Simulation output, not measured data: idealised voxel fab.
process module | voxel tone inversion
We display cut, a cross-section 290 nm in width whose square cells are each 5 nm.
Heads up, the way a cross-section reads in here is a grid of square cells, handed over as bands from the top down, with every band being one or more rows of cells.
The band entry comprises the height of the band's top followed by the height of its bottom, expressed in nm, and subsequently the band's materials from left to right, each stated together with its width in nm. Where a single material is marked with the word "edge to edge", that material fills the band from edge to edge. The word "empty" represents empty space.
A quick word on heights: they are counted from 0, and under that level the wafer as it came to us is one material throughout. The lowest band is different from the rest in having no bottom; it simply continues downward, written as in "0 down".
Width spec "30 to 40" -> top row of cells at first value, bottom row at second value, equal per-row change in between.
Where a step carries "nothing was modified", the cross-section came out of it unchanged, cell for cell.
Catalogued sealed voids: empty space of 8 cells or more with no open way to the top, each as width x height at its distance from the left edge, in nm
That trailing text on a step's line, after the settings, is the simulator's own remark on the step.
overlay nm: right-of-plan distance of the mask on a masked step; negative values mean left-of-plan.
Everything after this point is organized in pairs: a cross-section before one process step, a cross-section after it that shows only as deep as the lowest changed band, and, under the pair, the intervening step with its settings. Because different runs of this module on the same starting wafer can supply different pairs, a pair continues from the pair above it only if its entry headed "Snapshot before" says so.
## Snapshot before
    0 down | Si edge to edge
    Catalogued sealed voids: none
## Post-Step Section View
    10 to 0 | SiCN edge to edge
    Beneath the level 0, the cross-section is identical to its previous state.
    Catalogued sealed voids: none
Can you name the step between the two cross-sections above? It is CONFORMAL_DEP | material SiCN | thk nm 10
Snapshot before: taken from the pair above, after panel.
## Post-Step Section View
    25 to 10 | polySi edge to edge
    Beneath the level 10, the cross-section is identical to its previous state.
    Catalogued sealed voids: none
Can you name the step between the two cross-sections above? It is DIRECTIONAL_DEP | material polySi | thk nm 15
Snapshot before: taken from the pair above, after panel.
## Post-Step Section View
    45 to 25 | empty 110 | resist 20 | empty 30 | resist 20 | empty 110
    Beneath the level 25, the cross-section is identical to its previous state.
    Catalogued sealed voids: none
Can you name the step between the two cross-sections above? It is PATTERN | tone cover | mask id POSTS | material resist | width nm 20 | pitch nm 50 | thk nm 20 | overlay nm 0
Snapshot before: taken from the pair above, after panel.
## Post-Step Section View
    45 to 25 | empty 110 | resist 20 | empty 30 | resist 20 | empty 110
    25 to 10 | empty 110 | polySi 20 | empty 30 | polySi 20 | empty 110
    Beneath the level 10, the cross-section is identical to its previous state.
    Catalogued sealed voids: none
Can you name the step between the two cross-sections above? It is DIRECTIONAL_ETCH | etch materials polySi | depth nm 15
Snapshot before: taken from the pair above, after panel.
## Post-Step Section View
    25 to 10 | empty 110 | polySi 20 | empty 30 | polySi 20 | empty 110
    Beneath the level 10, the cross-section is identical to its previous state.
    Catalogued sealed voids: none
Can you name the step between the two cross-sections above? It is STRIP | etch materials resist
Snapshot before: taken from the pair above, after panel.
## Post-Step Section View
    35 to 25 | lowk edge to edge
    25 to 10 | lowk 110 | polySi 20 | lowk 30 | polySi 20 | lowk 110
    Beneath the level 10, the cross-section is identical to its previous state.
    Catalogued sealed voids: none
Can you name the step between the two cross-sections above? It is FILL_DEP | material lowk | thk nm 10
Snapshot before: taken from the pair above, after panel.
## Post-Step Section View
    25 to 10 | lowk 110 | polySi 20 | lowk 30 | polySi 20 | lowk 110
    Beneath the level 10, the cross-section is identical to its previous state.
    Catalogued sealed voids: none
Can you name the step between the two cross-sections above? It is CMP | height nm 25
Snapshot before: taken from the pair above, after panel.
## Post-Step Section View
    25 to 10 | lowk 110 | empty 20 | lowk 30 | empty 20 | lowk 110
    Beneath the level 10, the cross-section is identical to its previous state.
    Catalogued sealed voids: none
Can you name the step between the two cross-sections above? It is STRIP | etch materials polySi
Snapshot before: taken from the pair above, after panel.
## Post-Step Section View
    30 to 25 | TiN 115 | empty 10 | TiN 40 | empty 10 | TiN 115
    25 to 15 | lowk 110 | TiN 5 | empty 10 | TiN 5 | lowk 30 | TiN 5 | empty 10 | TiN 5 | lowk 110
    15 to 10 | lowk 110 | TiN 20 | lowk 30 | TiN 20 | lowk 110
    Beneath the level 10, the cross-section is identical to its previous state.
    Catalogued sealed voids: none
Can you name the step between the two cross-sections above? It is CONFORMAL_DEP | material TiN | thk nm 5
Snapshot before: taken from the pair above, after panel.
## Post-Step Section View
    40 to 30 | W edge to edge
    30 to 25 | TiN 115 | W 10 | TiN 40 | W 10 | TiN 115
    25 to 15 | lowk 110 | TiN 5 | W 10 | TiN 5 | lowk 30 | TiN 5 | W 10 | TiN 5 | lowk 110
    Beneath the level 15, the cross-section is identical to its previous state.
    Catalogued sealed voids: none
Can you name the step between the two cross-sections above? It is FILL_DEP | material W | thk nm 10
Snapshot before: taken from the pair above, after panel.
## Post-Step Section View
    25 to 15 | lowk 110 | TiN 5 | W 10 | TiN 5 | lowk 30 | TiN 5 | W 10 | TiN 5 | lowk 110
    Beneath the level 15, the cross-section is identical to its previous state.
    Catalogued sealed voids: none
Can you name the step between the two cross-sections above? It is CMP | height nm 25
Snapshot before: taken from the pair above, after panel.
## Post-Step Section View
    30 to 25 | SiN edge to edge
    Beneath the level 25, the cross-section is identical to its previous state.
    Catalogued sealed voids: none
Can you name the step between the two cross-sections above? It is CONFORMAL_DEP | material SiN | thk nm 5
## Snapshot before
    0 down | Si edge to edge
    Catalogued sealed voids: none
## Post-Step Section View
    15 to 0 | polySi edge to edge
    Beneath the level 0, the cross-section is identical to its previous state.
    Catalogued sealed voids: none
Can you name the step between the two cross-sections above? It is DIRECTIONAL_DEP | material polySi | thk nm 15
Snapshot before: taken from the pair above, after panel.
## Post-Step Section View
    35 to 15 | empty 110 | resist 20 | empty 30 | resist 20 | empty 110
    Beneath the level 15, the cross-section is identical to its previous state.
    Catalogued sealed voids: none
Can you name the step between the two cross-sections above? It is PATTERN | tone cover | mask id POSTS | material resist | width nm 20 | pitch nm 50 | thk nm 20 | overlay nm 0
Snapshot before: taken from the pair above, after panel.
## Post-Step Section View
    35 to 15 | empty 110 | resist 20 | empty 30 | resist 20 | empty 110
    15 to 0 | empty 110 | polySi 20 | empty 30 | polySi 20 | empty 110
    Beneath the level 0, the cross-section is identical to its previous state.
    Catalogued sealed voids: none
Can you name the step between the two cross-sections above? It is DIRECTIONAL_ETCH | etch materials polySi | depth nm 15
Snapshot before: taken from the pair above, after panel.
## Post-Step Section View
    15 to 0 | empty 110 | polySi 20 | empty 30 | polySi 20 | empty 110
    Beneath the level 0, the cross-section is identical to its previous state.
    Catalogued sealed voids: none
Can you name the step between the two cross-sections above? It is STRIP | etch materials resist
Snapshot before: taken from the pair above, after panel.
## Post-Step Section View
    25 to 15 | lowk edge to edge
    15 to 0 | lowk 110 | polySi 20 | lowk 30 | polySi 20 | lowk 110
    Beneath the level 0, the cross-section is identical to its previous state.
    Catalogued sealed voids: none
Can you name the step between the two cross-sections above? It is FILL_DEP | material lowk | thk nm 10
Snapshot before: taken from the pair above, after panel.
## Post-Step Section View
    30 to 25 | TiN edge to edge
    Beneath the level 25, the cross-section is identical to its previous state.
    Catalogued sealed voids: none
Can you name the step between the two cross-sections above? It is CONFORMAL_DEP | material TiN | thk nm 5
Snapshot before: taken from the pair above, after panel.
## Post-Step Section View
    40 to 30 | W edge to edge
    Beneath the level 30, the cross-section is identical to its previous state.
    Catalogued sealed voids: none
Can you name the step between the two cross-sections above? It is FILL_DEP | material W | thk nm 10
Snapshot before: taken from the pair above, after panel.
## Post-Step Section View
    25 to 15 | lowk edge to edge
    Beneath the level 15, the cross-section is identical to its previous state.
    Catalogued sealed voids: none
Can you name the step between the two cross-sections above? It is CMP | height nm 25
Snapshot before: taken from the pair above, after panel.
## Post-Step Section View
    30 to 25 | SiN edge to edge
    Beneath the level 25, the cross-section is identical to its previous state.
    Catalogued sealed voids: none
Can you name the step between the two cross-sections above? It is CONFORMAL_DEP | material SiN | thk nm 5
## Snapshot before
    40 to 30 | W edge to edge
    30 to 25 | TiN 115 | W 10 | TiN 40 | W 10 | TiN 115
    25 to 15 | lowk 110 | TiN 5 | W 10 | TiN 5 | lowk 30 | TiN 5 | W 10 | TiN 5 | lowk 110
    15 to 10 | lowk 110 | TiN 20 | lowk 30 | TiN 20 | lowk 110
    10 to 0 | SiCN edge to edge
    0 down | Si edge to edge
    Catalogued sealed voids: none
## Post-Step Section View
    50 to 30 | W edge to edge
    Beneath the level 30, the cross-section is identical to its previous state.
    Catalogued sealed voids: none
Can you name the step between the two cross-sections above? It is FILL_DEP | material W | thk nm 10
Snapshot before: taken from the pair above, after panel.
## Post-Step Section View
    25 to 15 | lowk 110 | TiN 5 | W 10 | TiN 5 | lowk 30 | TiN 5 | W 10 | TiN 5 | lowk 110
    Beneath the level 15, the cross-section is identical to its previous state.
    Catalogued sealed voids: none
Can you name the step between the two cross-sections above? It is CMP | height nm 25
## Snapshot before
    15 to 0 | polySi edge to edge
    0 down | Si edge to edge
    Catalogued sealed voids: none
## Post-Step Section View
    25 to 15 | SiCN edge to edge
    Beneath the level 15, the cross-section is identical to its previous state.
    Catalogued sealed voids: none
Can you name the step between the two cross-sections above? It is CONFORMAL_DEP | material SiCN | thk nm 10
Snapshot before: taken from the pair above, after panel.
## Post-Step Section View
    45 to 25 | empty 110 | resist 20 | empty 30 | resist 20 | empty 110
    Beneath the level 25, the cross-section is identical to its previous state.
    Catalogued sealed voids: none
Can you name the step between the two cross-sections above? It is PATTERN | tone cover | mask id POSTS | material resist | width nm 20 | pitch nm 50 | thk nm 20 | overlay nm 0
Snapshot before: taken from the pair above, after panel.
## Post-Step Section View
    25 to 15 | SiCN edge to edge
    Beneath the level 15, the cross-section is identical to its previous state.
    Catalogued sealed voids: none
Can you name the step between the two cross-sections above? It is STRIP | etch materials resist
Snapshot before: taken from the pair above, after panel.
## Post-Step Section View
    35 to 25 | lowk edge to edge
    Beneath the level 25, the cross-section is identical to its previous state.
    Catalogued sealed voids: none
Can you name the step between the two cross-sections above? It is FILL_DEP | material lowk | thk nm 10
Snapshot before: taken from the pair above, after panel.
## Post-Step Section View
    25 to 15 | SiCN edge to edge
    Beneath the level 15, the cross-section is identical to its previous state.
    Catalogued sealed voids: none
Can you name the step between the two cross-sections above? It is CMP | height nm 25
Snapshot before: taken from the pair above, after panel.
## Post-Step Section View
    30 to 25 | TiN edge to edge
    Beneath the level 25, the cross-section is identical to its previous state.
    Catalogued sealed voids: none
Can you name the step between the two cross-sections above? It is CONFORMAL_DEP | material TiN | thk nm 5
Snapshot before: taken from the pair above, after panel.
## Post-Step Section View
    40 to 30 | W edge to edge
    Beneath the level 30, the cross-section is identical to its previous state.
    Catalogued sealed voids: none
Can you name the step between the two cross-sections above? It is FILL_DEP | material W | thk nm 10
Snapshot before: taken from the pair above, after panel.
## Post-Step Section View
    25 to 15 | SiCN edge to edge
    Beneath the level 15, the cross-section is identical to its previous state.
    Catalogued sealed voids: none
Can you name the step between the two cross-sections above? It is CMP | height nm 25
Snapshot before: taken from the pair above, after panel.
## Post-Step Section View
    30 to 25 | SiN edge to edge
    Beneath the level 25, the cross-section is identical to its previous state.
    Catalogued sealed voids: none
Can you name the step between the two cross-sections above? It is CONFORMAL_DEP | material SiN | thk nm 5
## Snapshot before
    0 down | Si edge to edge
    Catalogued sealed voids: none
## Post-Step Section View
    15 to 0 | SiCN edge to edge
    Beneath the level 0, the cross-section is identical to its previous state.
    Catalogued sealed voids: none
Can you name the step between the two cross-sections above? It is CONFORMAL_DEP | material SiCN | thk nm 15
Snapshot before: taken from the pair above, after panel.
## Post-Step Section View
    30 to 15 | polySi edge to edge
    Beneath the level 15, the cross-section is identical to its previous state.
    Catalogued sealed voids: none
Can you name the step between the two cross-sections above? It is DIRECTIONAL_DEP | material polySi | thk nm 15
Snapshot before: taken from the pair above, after panel.
## Post-Step Section View
    50 to 30 | empty 110 | resist 20 | empty 30 | resist 20 | empty 110
    Beneath the level 30, the cross-section is identical to its previous state.
    Catalogued sealed voids: none
Can you name the step between the two cross-sections above? It is PATTERN | tone cover | mask id POSTS | material resist | width nm 20 | pitch nm 50 | thk nm 20 | overlay nm 0
Snapshot before: taken from the pair above, after panel.
## Post-Step Section View
    50 to 30 | empty 110 | resist 20 | empty 30 | resist 20 | empty 110
    30 to 15 | empty 110 | polySi 20 | empty 30 | polySi 20 | empty 110
    Beneath the level 15, the cross-section is identical to its previous state.
    Catalogued sealed voids: none
Can you name the step between the two cross-sections above? It is DIRECTIONAL_ETCH | etch materials polySi | depth nm 15
Snapshot before: taken from the pair above, after panel.
## Post-Step Section View
    30 to 15 | empty 110 | polySi 20 | empty 30 | polySi 20 | empty 110
    Beneath the level 15, the cross-section is identical to its previous state.
    Catalogued sealed voids: none
Can you name the step between the two cross-sections above? It is STRIP | etch materials resist
Snapshot before: taken from the pair above, after panel.
## Post-Step Section View
    40 to 30 | lowk edge to edge
    30 to 15 | lowk 110 | polySi 20 | lowk 30 | polySi 20 | lowk 110
    Beneath the level 15, the cross-section is identical to its previous state.
    Catalogued sealed voids: none
Can you name the step between the two cross-sections above? It is FILL_DEP | material lowk | thk nm 10
Snapshot before: taken from the pair above, after panel.
## Post-Step Section View
    25 to 15 | lowk 110 | polySi 20 | lowk 30 | polySi 20 | lowk 110
    Beneath the level 15, the cross-section is identical to its previous state.
    Catalogued sealed voids: none
Can you name the step between the two cross-sections above? It is CMP | height nm 25
Snapshot before: taken from the pair above, after panel.
## Post-Step Section View
    25 to 15 | lowk 110 | empty 20 | lowk 30 | empty 20 | lowk 110
    Beneath the level 15, the cross-section is identical to its previous state.
    Catalogued sealed voids: none
Can you name the step between the two cross-sections above? It is STRIP | etch materials polySi
Snapshot before: taken from the pair above, after panel.
## Post-Step Section View
    30 to 25 | TiN 115 | empty 10 | TiN 40 | empty 10 | TiN 115
    25 to 20 | lowk 110 | TiN 5 | empty 10 | TiN 5 | lowk 30 | TiN 5 | empty 10 | TiN 5 | lowk 110
    20 to 15 | lowk 110 | TiN 20 | lowk 30 | TiN 20 | lowk 110
    Beneath the level 15, the cross-section is identical to its previous state.
    Catalogued sealed voids: none
Can you name the step between the two cross-sections above? It is CONFORMAL_DEP | material TiN | thk nm 5
Snapshot before: taken from the pair above, after panel.
## Post-Step Section View
    40 to 30 | W edge to edge
    30 to 25 | TiN 115 | W 10 | TiN 40 | W 10 | TiN 115
    25 to 20 | lowk 110 | TiN 5 | W 10 | TiN 5 | lowk 30 | TiN 5 | W 10 | TiN 5 | lowk 110
    Beneath the level 20, the cross-section is identical to its previous state.
    Catalogued sealed voids: none
Can you name the step between the two cross-sections above? It is FILL_DEP | material W | thk nm 10
Snapshot before: taken from the pair above, after panel.
## Post-Step Section View
    25 to 20 | lowk 110 | TiN 5 | W 10 | TiN 5 | lowk 30 | TiN 5 | W 10 | TiN 5 | lowk 110
    Beneath the level 20, the cross-section is identical to its previous state.
    Catalogued sealed voids: none
Can you name the step between the two cross-sections above? It is CMP | height nm 25
Snapshot before: taken from the pair above, after panel.
## Post-Step Section View
    30 to 25 | SiN edge to edge
    Beneath the level 25, the cross-section is identical to its previous state.
    Catalogued sealed voids: none
Can you name the step between the two cross-sections above? It is CONFORMAL_DEP | material SiN | thk nm 5
## Snapshot before
    25 to 10 | polySi edge to edge
    10 to 0 | SiCN edge to edge
    0 down | Si edge to edge
    Catalogued sealed voids: none
## Post-Step Section View
    45 to 25 | empty 110 | resist 25 | empty 25 | resist 25 | empty 105
    Beneath the level 25, the cross-section is identical to its previous state.
    Catalogued sealed voids: none
Can you name the step between the two cross-sections above? It is PATTERN | tone cover | mask id POSTS | material resist | width nm 25 | pitch nm 50 | thk nm 20 | overlay nm 0
Snapshot before: taken from the pair above, after panel.
## Post-Step Section View
    45 to 25 | empty 110 | resist 25 | empty 25 | resist 25 | empty 105
    25 to 10 | empty 110 | polySi 25 | empty 25 | polySi 25 | empty 105
    Beneath the level 10, the cross-section is identical to its previous state.
    Catalogued sealed voids: none
Can you name the step between the two cross-sections above? It is DIRECTIONAL_ETCH | etch materials polySi | depth nm 15
Snapshot before: taken from the pair above, after panel.
## Post-Step Section View
    25 to 10 | empty 110 | polySi 25 | empty 25 | polySi 25 | empty 105
    Beneath the level 10, the cross-section is identical to its previous state.
    Catalogued sealed voids: none
Can you name the step between the two cross-sections above? It is STRIP | etch materials resist
Snapshot before: taken from the pair above, after panel.
## Post-Step Section View
    35 to 25 | lowk edge to edge
    25 to 10 | lowk 110 | polySi 25 | lowk 25 | polySi 25 | lowk 105
    Beneath the level 10, the cross-section is identical to its previous state.
    Catalogued sealed voids: none
Can you name the step between the two cross-sections above? It is FILL_DEP | material lowk | thk nm 10
Snapshot before: taken from the pair above, after panel.
## Post-Step Section View
    25 to 10 | lowk 110 | polySi 25 | lowk 25 | polySi 25 | lowk 105
    Beneath the level 10, the cross-section is identical to its previous state.
    Catalogued sealed voids: none
Can you name the step between the two cross-sections above? It is CMP | height nm 25
Snapshot before: taken from the pair above, after panel.
## Post-Step Section View
    25 to 10 | lowk 110 | empty 25 | lowk 25 | empty 25 | lowk 105
    Beneath the level 10, the cross-section is identical to its previous state.
    Catalogued sealed voids: none
Can you name the step between the two cross-sections above? It is STRIP | etch materials polySi
Snapshot before: taken from the pair above, after panel.
## Post-Step Section View
    30 to 25 | TiN 115 | empty 15 | TiN 35 | empty 15 | TiN 110
    25 to 15 | lowk 110 | TiN 5 | empty 15 | TiN 5 | lowk 25 | TiN 5 | empty 15 | TiN 5 | lowk 105
    15 to 10 | lowk 110 | TiN 25 | lowk 25 | TiN 25 | lowk 105
    Beneath the level 10, the cross-section is identical to its previous state.
    Catalogued sealed voids: none
Can you name the step between the two cross-sections above? It is CONFORMAL_DEP | material TiN | thk nm 5
Snapshot before: taken from the pair above, after panel.
## Post-Step Section View
    40 to 30 | W edge to edge
    30 to 25 | TiN 115 | W 15 | TiN 35 | W 15 | TiN 110
    25 to 15 | lowk 110 | TiN 5 | W 15 | TiN 5 | lowk 25 | TiN 5 | W 15 | TiN 5 | lowk 105
    Beneath the level 15, the cross-section is identical to its previous state.
    Catalogued sealed voids: none
Can you name the step between the two cross-sections above? It is FILL_DEP | material W | thk nm 10
Snapshot before: taken from the pair above, after panel.
## Post-Step Section View
    25 to 15 | lowk 110 | TiN 5 | W 15 | TiN 5 | lowk 25 | TiN 5 | W 15 | TiN 5 | lowk 105
    Beneath the level 15, the cross-section is identical to its previous state.
    Catalogued sealed voids: none
Can you name the step between the two cross-sections above? It is CMP | height nm 25
Snapshot before: taken from the pair above, after panel.
## Post-Step Section View
    30 to 25 | SiN edge to edge
    Beneath the level 25, the cross-section is identical to its previous state.
    Catalogued sealed voids: none
Can you name the step between the two cross-sections above? It is CONFORMAL_DEP | material SiN | thk nm 5
## Snapshot before
    25 to 10 | polySi edge to edge
    10 to 0 | SiCN edge to edge
    0 down | Si edge to edge
    Catalogued sealed voids: none
## Post-Step Section View
    45 to 25 | empty 105 | resist 20 | empty 30 | resist 20 | empty 115
    Beneath the level 25, the cross-section is identical to its previous state.
    Catalogued sealed voids: none
Can you name the step between the two cross-sections above? It is PATTERN | tone cover | mask id POSTS | material resist | width nm 20 | pitch nm 50 | thk nm 20 | overlay nm -5
Snapshot before: taken from the pair above, after panel.
## Post-Step Section View
    45 to 25 | empty 105 | resist 20 | empty 30 | resist 20 | empty 115
    25 to 10 | empty 105 | polySi 20 | empty 30 | polySi 20 | empty 115
    Beneath the level 10, the cross-section is identical to its previous state.
    Catalogued sealed voids: none
Can you name the step between the two cross-sections above? It is DIRECTIONAL_ETCH | etch materials polySi | depth nm 15
Snapshot before: taken from the pair above, after panel.
## Post-Step Section View
    25 to 10 | empty 105 | polySi 20 | empty 30 | polySi 20 | empty 115
    Beneath the level 10, the cross-section is identical to its previous state.
    Catalogued sealed voids: none
Can you name the step between the two cross-sections above? It is STRIP | etch materials resist
Snapshot before: taken from the pair above, after panel.
## Post-Step Section View
    35 to 25 | lowk edge to edge
    25 to 10 | lowk 105 | polySi 20 | lowk 30 | polySi 20 | lowk 115
    Beneath the level 10, the cross-section is identical to its previous state.
    Catalogued sealed voids: none
Can you name the step between the two cross-sections above? It is FILL_DEP | material lowk | thk nm 10
Snapshot before: taken from the pair above, after panel.
## Post-Step Section View
    25 to 10 | lowk 105 | polySi 20 | lowk 30 | polySi 20 | lowk 115
    Beneath the level 10, the cross-section is identical to its previous state.
    Catalogued sealed voids: none
Can you name the step between the two cross-sections above? It is CMP | height nm 25
Snapshot before: taken from the pair above, after panel.
## Post-Step Section View
    25 to 10 | lowk 105 | empty 20 | lowk 30 | empty 20 | lowk 115
    Beneath the level 10, the cross-section is identical to its previous state.
    Catalogued sealed voids: none
Can you name the step between the two cross-sections above? It is STRIP | etch materials polySi
Snapshot before: taken from the pair above, after panel.
## Post-Step Section View
    30 to 25 | TiN 110 | empty 10 | TiN 40 | empty 10 | TiN 120
    25 to 15 | lowk 105 | TiN 5 | empty 10 | TiN 5 | lowk 30 | TiN 5 | empty 10 | TiN 5 | lowk 115
    15 to 10 | lowk 105 | TiN 20 | lowk 30 | TiN 20 | lowk 115
    Beneath the level 10, the cross-section is identical to its previous state.
    Catalogued sealed voids: none
Can you name the step between the two cross-sections above? It is CONFORMAL_DEP | material TiN | thk nm 5
Snapshot before: taken from the pair above, after panel.
## Post-Step Section View
    40 to 30 | W edge to edge
    30 to 25 | TiN 110 | W 10 | TiN 40 | W 10 | TiN 120
    25 to 15 | lowk 105 | TiN 5 | W 10 | TiN 5 | lowk 30 | TiN 5 | W 10 | TiN 5 | lowk 115
    Beneath the level 15, the cross-section is identical to its previous state.
    Catalogued sealed voids: none
Can you name the step between the two cross-sections above? It is FILL_DEP | material W | thk nm 10
Snapshot before: taken from the pair above, after panel.
## Post-Step Section View
    25 to 15 | lowk 105 | TiN 5 | W 10 | TiN 5 | lowk 30 | TiN 5 | W 10 | TiN 5 | lowk 115
    Beneath the level 15, the cross-section is identical to its previous state.
    Catalogued sealed voids: none
Can you name the step between the two cross-sections above? It is CMP | height nm 25
Snapshot before: taken from the pair above, after panel.
## Post-Step Section View
    30 to 25 | SiN edge to edge
    Beneath the level 25, the cross-section is identical to its previous state.
    Catalogued sealed voids: none
Can you name the step between the two cross-sections above? It is CONFORMAL_DEP | material SiN | thk nm 5
## Snapshot before
    25 to 15 | lowk 110 | TiN 5 | W 10 | TiN 5 | lowk 30 | TiN 5 | W 10 | TiN 5 | lowk 110
    15 to 10 | lowk 110 | TiN 20 | lowk 30 | TiN 20 | lowk 110
    10 to 0 | SiCN edge to edge
    0 down | Si edge to edge
    Catalogued sealed voids: none
## Post-Step Section View
    30 to 25 | SiCN edge to edge
    Beneath the level 25, the cross-section is identical to its previous state.
    Catalogued sealed voids: none
Can you name the step between the two cross-sections above? It is CONFORMAL_DEP | material SiCN | thk nm 5
## Snapshot before
    25 to 10 | polySi edge to edge
    10 to 0 | SiCN edge to edge
    0 down | Si edge to edge
    Catalogued sealed voids: none
## Post-Step Section View
    45 to 25 | resist 110 | empty 20 | resist 30 | empty 20 | resist 110
    Beneath the level 25, the cross-section is identical to its previous state.
    Catalogued sealed voids: none
Can you name the step between the two cross-sections above? It is PATTERN | tone open | mask id POSTS | material resist | width nm 20 | pitch nm 50 | thk nm 20 | overlay nm 0
Snapshot before: taken from the pair above, after panel.
## Post-Step Section View
    45 to 25 | resist 110 | empty 20 | resist 30 | empty 20 | resist 110
    25 to 10 | polySi 110 | empty 20 | polySi 30 | empty 20 | polySi 110
    Beneath the level 10, the cross-section is identical to its previous state.
    Catalogued sealed voids: none
Can you name the step between the two cross-sections above? It is DIRECTIONAL_ETCH | etch materials polySi | depth nm 15
Snapshot before: taken from the pair above, after panel.
## Post-Step Section View
    25 to 10 | polySi 110 | empty 20 | polySi 30 | empty 20 | polySi 110
    Beneath the level 10, the cross-section is identical to its previous state.
    Catalogued sealed voids: none
Can you name the step between the two cross-sections above? It is STRIP | etch materials resist
Snapshot before: taken from the pair above, after panel.
## Post-Step Section View
    35 to 25 | lowk edge to edge
    25 to 10 | polySi 110 | lowk 20 | polySi 30 | lowk 20 | polySi 110
    Beneath the level 10, the cross-section is identical to its previous state.
    Catalogued sealed voids: none
Can you name the step between the two cross-sections above? It is FILL_DEP | material lowk | thk nm 10
Snapshot before: taken from the pair above, after panel.
## Post-Step Section View
    25 to 10 | polySi 110 | lowk 20 | polySi 30 | lowk 20 | polySi 110
    Beneath the level 10, the cross-section is identical to its previous state.
    Catalogued sealed voids: none
Can you name the step between the two cross-sections above? It is CMP | height nm 25
Snapshot before: taken from the pair above, after panel.
## Post-Step Section View
    25 to 10 | empty 110 | lowk 20 | empty 30 | lowk 20 | empty 110
    Beneath the level 10, the cross-section is identical to its previous state.
    Catalogued sealed voids: none
Can you name the step between the two cross-sections above? It is STRIP | etch materials polySi
Snapshot before: taken from the pair above, after panel.
## Post-Step Section View
    30 to 25 | empty 105 | TiN 30 | empty 20 | TiN 30 | empty 105
    25 to 15 | empty 105 | TiN 5 | lowk 20 | TiN 5 | empty 20 | TiN 5 | lowk 20 | TiN 5 | empty 105
    15 to 10 | TiN 110 | lowk 20 | TiN 30 | lowk 20 | TiN 110
    Beneath the level 10, the cross-section is identical to its previous state.
    Catalogued sealed voids: none
Can you name the step between the two cross-sections above? It is CONFORMAL_DEP | material TiN | thk nm 5
Snapshot before: taken from the pair above, after panel.
## Post-Step Section View
    40 to 30 | W edge to edge
    30 to 25 | W 105 | TiN 30 | W 20 | TiN 30 | W 105
    25 to 15 | W 105 | TiN 5 | lowk 20 | TiN 5 | W 20 | TiN 5 | lowk 20 | TiN 5 | W 105
    Beneath the level 15, the cross-section is identical to its previous state.
    Catalogued sealed voids: none
Can you name the step between the two cross-sections above? It is FILL_DEP | material W | thk nm 10
Snapshot before: taken from the pair above, after panel.
## Post-Step Section View
    25 to 15 | W 105 | TiN 5 | lowk 20 | TiN 5 | W 20 | TiN 5 | lowk 20 | TiN 5 | W 105
    Beneath the level 15, the cross-section is identical to its previous state.
    Catalogued sealed voids: none
Can you name the step between the two cross-sections above? It is CMP | height nm 25
Snapshot before: taken from the pair above, after panel.
## Post-Step Section View
    30 to 25 | SiN edge to edge
    Beneath the level 25, the cross-section is identical to its previous state.
    Catalogued sealed voids: none
Can you name the step between the two cross-sections above? It is CONFORMAL_DEP | material SiN | thk nm 5
